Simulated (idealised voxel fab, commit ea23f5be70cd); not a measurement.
Documented hereafter: the process module known as voxel gate over fins.
For reference, the cross-section in this document is cut, with width 280 nm and square cells of 5 nm.
How to read a cross-section here: the picture is a grid of square cells, written as bands going from the top down, and any band can span one or more rows of cells.
Heads up on the band format: heights come first, top then bottom, in nm. After that it's the materials left to right, each with its width in nm. A single material flagged "all across" fills the whole band edge to edge, and "blank" means there's empty space there.
Zero point of the height axis is 0; under it, received wafer = one material. Lowest band: continues down indefinitely, "0..down".
Width: "30->40" (first number = top row, second number = bottom row, same change from row to row of cells).
"no modifications" for a step: no cell of the cross-section changed in that step.
The list in "Unvented voids" covers empty spaces of 8 cells or more that cannot reach the top through any open way, and it gives each as width x height at distance; the distance is from the left edge, and width, height and distance are in nm.
That trailing text on a step's line, after the settings, is the simulator's own remark on the step.
"overlay nm" answers the question of how far to the right of plan the mask lay on a step that has a mask, and when it is negative the answer is to the left.
# The planned process steps are enumerated hereunder
1. RECEIVE (material Si)
2. CONFORMAL_DEP (material SiN; thk nm 5)
3. PATTERN (tone cover; mask id FINS; material resist; width nm 15; pitch nm 45; thk nm 20; overlay nm 0)
4. DIRECTIONAL_ETCH (etch materials SiN; depth nm 5)
5. DIRECTIONAL_ETCH (etch materials Si; depth nm 30)
6. STRIP (etch materials resist)
7. FILL_DEP (material SiO2; thk nm 5)
8. CMP (height nm 5)
9. SELECTIVE_ETCH (etch materials SiO2; depth nm 15)
10. STRIP (etch materials SiN)
11. CONFORMAL_DEP (material HfO2; thk nm 5)
12. CONFORMAL_DEP (material TiN; thk nm 5)
13. FILL_DEP (material W; thk nm 10)
14. CMP (height nm 15)
15. CONFORMAL_DEP (material SiCN; thk nm 5)
# First of two wafers, with the run carried out as planned
# Cross-section of the wafer upon arrival, representing the state reached after step 1
  0..down = Si all across
  Unvented voids: none
# Presented here is a cross-section of the wafer after step 2 has been performed
  5..0 = SiN all across
  No changes below 0.
# Presented here is a cross-section of the wafer after step 3 has been performed
  25..5 = blank=110; resist=15; blank=30; resist=15; blank=110
  No changes below 5.
# Presented here is a cross-section of the wafer after step 4 has been performed
  25..5 = blank=110; resist=15; blank=30; resist=15; blank=110
  5..0 = blank=110; SiN=15; blank=30; SiN=15; blank=110
  No changes below 0.
# Presented here is a cross-section of the wafer after step 5 has been performed
  25..5 = blank=110; resist=15; blank=30; resist=15; blank=110
  5..0 = blank=110; SiN=15; blank=30; SiN=15; blank=110
  0..-30 = blank=110; Si=15; blank=30; Si=15; blank=110
  No changes below -30.
# Presented here is a cross-section of the wafer after step 6 has been performed
  5..0 = blank=110; SiN=15; blank=30; SiN=15; blank=110
  No changes below 0.
# Presented here is a cross-section of the wafer after step 7 has been performed
  10..5 = SiO2 all across
  5..0 = SiO2=110; SiN=15; SiO2=30; SiN=15; SiO2=110
  0..-30 = SiO2=110; Si=15; SiO2=30; Si=15; SiO2=110
  No changes below -30.
# Presented here is a cross-section of the wafer after step 8 has been performed
  5..0 = SiO2=110; SiN=15; SiO2=30; SiN=15; SiO2=110
  No changes below 0.
# Presented here is a cross-section of the wafer after step 9 has been performed
  5..0 = blank=110; SiN=15; blank=30; SiN=15; blank=110
  0..-10 = blank=110; Si=15; blank=30; Si=15; blank=110
  No changes below -10.
# Presented here is a cross-section of the wafer after step 10 has been performed
  0..-10 = blank=110; Si=15; blank=30; Si=15; blank=110
  No changes below -10.
# Presented here is a cross-section of the wafer after step 11 has been performed
  5..0 = blank=105; HfO2=25; blank=20; HfO2=25; blank=105
  0..-5 = blank=105; HfO2=5; Si=15; HfO2=5; blank=20; HfO2=5; Si=15; HfO2=5; blank=105
  -5..-10 = HfO2=110; Si=15; HfO2=30; Si=15; HfO2=110
  No changes below -10.
# Presented here is a cross-section of the wafer after step 12 has been performed
  10..5 = blank=100; TiN=35; blank=10; TiN=35; blank=100
  5..0 = blank=100; TiN=5; HfO2=25; TiN=5; blank=10; TiN=5; HfO2=25; TiN=5; blank=100
  0..-5 = TiN=105; HfO2=5; Si=15; HfO2=5; TiN=20; HfO2=5; Si=15; HfO2=5; TiN=105
  No changes below -5.
# Presented here is a cross-section of the wafer after step 13 has been performed
  20..10 = W all across
  10..5 = W=100; TiN=35; W=10; TiN=35; W=100
  5..0 = W=100; TiN=5; HfO2=25; TiN=5; W=10; TiN=5; HfO2=25; TiN=5; W=100
  No changes below 0.
# Presented here is a cross-section of the wafer after step 14 has been performed
  15..10 = W all across
  No changes below 10.
# Presented here is a cross-section of the wafer after step 15 has been performed
  20..15 = SiCN all across
  No changes below 15.
# What follows concerns the second wafer, which started out like the first and was meant to follow the very same plan; one mistake crept in when it was run, but everything up to and including step 4 is the same as for the first wafer
# At the planned end of step 5, the second wafer in cross-section
  25..5 = blank=110; resist=15; blank=30; resist=15; blank=110
  5..0 = blank=110; SiN=15; blank=30; SiN=15; blank=110
  0..-60 = blank=110; Si=15; blank=30; Si=15; blank=110
  No changes below -60.
# At the planned end of step 6, the second wafer in cross-section
  5..0 = blank=110; SiN=15; blank=30; SiN=15; blank=110
  No changes below 0.
# At the planned end of step 7, the second wafer in cross-section
  10..5 = SiO2 all across
  5..0 = SiO2=110; SiN=15; SiO2=30; SiN=15; SiO2=110
  0..-60 = SiO2=110; Si=15; SiO2=30; Si=15; SiO2=110
  No changes below -60.
# At the planned end of step 8, the second wafer in cross-section
  5..0 = SiO2=110; SiN=15; SiO2=30; SiN=15; SiO2=110
  No changes below 0.
# At the planned end of step 9, the second wafer in cross-section
  5..0 = blank=110; SiN=15; blank=30; SiN=15; blank=110
  0..-10 = blank=110; Si=15; blank=30; Si=15; blank=110
  No changes below -10.
# At the planned end of step 10, the second wafer in cross-section
  0..-10 = blank=110; Si=15; blank=30; Si=15; blank=110
  No changes below -10.
# At the planned end of step 11, the second wafer in cross-section
  5..0 = blank=105; HfO2=25; blank=20; HfO2=25; blank=105
  0..-5 = blank=105; HfO2=5; Si=15; HfO2=5; blank=20; HfO2=5; Si=15; HfO2=5; blank=105
  -5..-10 = HfO2=110; Si=15; HfO2=30; Si=15; HfO2=110
  No changes below -10.
# At the planned end of step 12, the second wafer in cross-section
  10..5 = blank=100; TiN=35; blank=10; TiN=35; blank=100
  5..0 = blank=100; TiN=5; HfO2=25; TiN=5; blank=10; TiN=5; HfO2=25; TiN=5; blank=100
  0..-5 = TiN=105; HfO2=5; Si=15; HfO2=5; TiN=20; HfO2=5; Si=15; HfO2=5; TiN=105
  No changes below -5.
# At the planned end of step 13, the second wafer in cross-section
  20..10 = W all across
  10..5 = W=100; TiN=35; W=10; TiN=35; W=100
  5..0 = W=100; TiN=5; HfO2=25; TiN=5; W=10; TiN=5; HfO2=25; TiN=5; W=100
  No changes below 0.
# At the planned end of step 14, the second wafer in cross-section
  15..10 = W all across
  No changes below 10.
# At the planned end of step 15, the second wafer in cross-section
  20..15 = SiCN all across
  No changes below 15.
Where did the run depart from the plan? step 5 of the plan saw execution twice
End check, counted in cells, second wafer has more or fewer of these materials than the first: 300 fewer of Si | 300 more of SiO2
